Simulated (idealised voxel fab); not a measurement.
process module | voxel wiring stack
cross-section cut | 220 nm wide | cells 5 nm
A cross-section is a grid of square cells, given in bands from the top down. A band is one or more rows of cells.
Each band's line starts with the height of the band's top and of its bottom, in nm. Then come its materials from left to right, each with its width in nm. One material with "throughout" fills the band from edge to edge. "air" is empty space.
Height 0 is the level under which the wafer as received is all one material. The lowest band goes on downwards, as in "0 down".
A width such as "30 to 40" changes by the same amount from each row of cells to the next, from the band's top row to its bottom row.
"no change" after a step means that no cell of the cross-section changed.
closed voids: empty space of 8 cells or more with no open way to the top, each as width x height at its distance from the left edge, in nm
after a step's settings: what the simulator itself notes on the step
overlay nm, on a step with a mask: how far to the right of its planned place the mask lay; to the left if negative
plan
1 op RECEIVE | material Si
2 op CONFORMAL_DEP | material SiO2 | thk nm 10
3 op DIRECTIONAL_DEP | material TiN | thk nm 5
4 op DIRECTIONAL_DEP | material Ru | thk nm 20
5 op DIRECTIONAL_DEP | material aC | thk nm 10
6 op PATTERN | tone cover | mask id METAL_1 | material resist | width nm 30 | pitch nm 45 | thk nm 30 | overlay nm 0
7 op DIRECTIONAL_ETCH | etch materials aC | depth nm 10
8 op STRIP | etch materials resist
9 op DIRECTIONAL_ETCH | etch materials Ru | depth nm 20
10 op DIRECTIONAL_ETCH | etch materials TiN | depth nm 5
11 op STRIP | etch materials aC
12 op CONFORMAL_DEP | material SiCN | thk nm 5
13 op FILL_DEP | material SiO2 | thk nm 5
14 op CMP | height nm 35
15 op CONFORMAL_DEP | material SiCN | thk nm 5
16 op DIRECTIONAL_DEP | material lowk | thk nm 30
17 op DIRECTIONAL_DEP | material aC | thk nm 10
18 op PATTERN | tone open | mask id METAL_2_HOLES | material resist | width nm 15 | thk nm 25 | overlay nm 0
19 op DIRECTIONAL_ETCH | etch materials aC | depth nm 10
20 op STRIP | etch materials resist
21 op DIRECTIONAL_ETCH | etch materials lowk | depth nm 30
22 op STRIP | etch materials aC
23 op MASKED_ETCH | tone open | mask id METAL_2 | width nm 30 | pitch nm 45 | etch materials lowk | depth nm 15 | overlay nm 0
24 op MASKED_ETCH | tone open | mask id METAL_2 | width nm 30 | pitch nm 45 | etch materials SiCN | depth nm 5 | overlay nm 0
25 op CONFORMAL_DEP | material TiN | thk nm 5
26 op FILL_DEP | material Ru | thk nm 10
27 op CMP | height nm 70
28 op CONFORMAL_DEP | material SiCN | thk nm 5
29 op DIRECTIONAL_DEP | material lowk | thk nm 10
30 op PATTERN | tone open | mask id PLUG_2 | material resist | width nm 15 | thk nm 20 | overlay nm 0
31 op DIRECTIONAL_ETCH | etch materials lowk | depth nm 10
32 op DIRECTIONAL_ETCH | etch materials SiCN | depth nm 5
33 op STRIP | etch materials resist
34 op CONFORMAL_DEP | material TiN | thk nm 5
35 op FILL_DEP | material W | thk nm 5
36 op CMP | height nm 85
37 op CONFORMAL_DEP | material SiCN | thk nm 5
38 op DIRECTIONAL_DEP | material SiO2 | thk nm 15
39 op PATTERN | tone open | mask id METAL_3 | material resist | width nm 30 | pitch nm 45 | thk nm 15 | overlay nm 0
40 op DIRECTIONAL_ETCH | etch materials SiO2 | depth nm 15
41 op DIRECTIONAL_ETCH | etch materials SiCN | depth nm 5
42 op STRIP | etch materials resist
43 op CONFORMAL_DEP | material TiN | thk nm 5
44 op FILL_DEP | material Ru | thk nm 5
45 op CMP | height nm 105
46 op EPI | material Ru | thk nm 5
47 op FILL_DEP | material SiCN | thk nm 5
as received, after step 1
  0 down: Si throughout
  closed voids: none
a wafer at the end: this start, this plan, one mistake
  115 to 110: SiCN throughout
  110 to 105: SiCN 65 | Ru 40 | SiCN 5 | Ru 40 | SiCN 70
  105 to 90: SiO2 70 | TiN 5 | Ru 20 | TiN 5 | SiO2 15 | TiN 5 | Ru 20 | TiN 5 | SiO2 75
  90 to 85: SiCN 70 | TiN 30 | SiCN 15 | TiN 30 | SiCN 75
  85 to 75: lowk 70 | TiN 5 | W 5 | TiN 5 | lowk 135
  75 to 70: SiCN 70 | TiN 15 | SiCN 135
  70 to 60: lowk 70 | TiN 5 | Ru 20 | TiN 5 | lowk 15 | TiN 5 | Ru 20 | TiN 5 | lowk 75
  60 to 55: lowk 70 | TiN 5 | Ru 5 | TiN 20 | lowk 15 | TiN 30 | lowk 75
  55 to 40: lowk 70 | TiN 5 | Ru 5 | TiN 5 | lowk 135
  40 to 35: SiCN 70 | TiN 15 | SiCN 135
  35 to 30: SiO2 65 | SiCN 40 | SiO2 5 | SiCN 40 | SiO2 70
  30 to 15: SiO2 65 | SiCN 5 | Ru 30 | SiCN 5 | SiO2 5 | SiCN 5 | Ru 30 | SiCN 5 | SiO2 70
  15 to 10: SiCN 70 | Ru 30 | SiCN 15 | Ru 30 | SiCN 75
  10 to 0: SiO2 throughout
  0 down: Si throughout
  closed voids: none
what went wrong: step 3 was left out
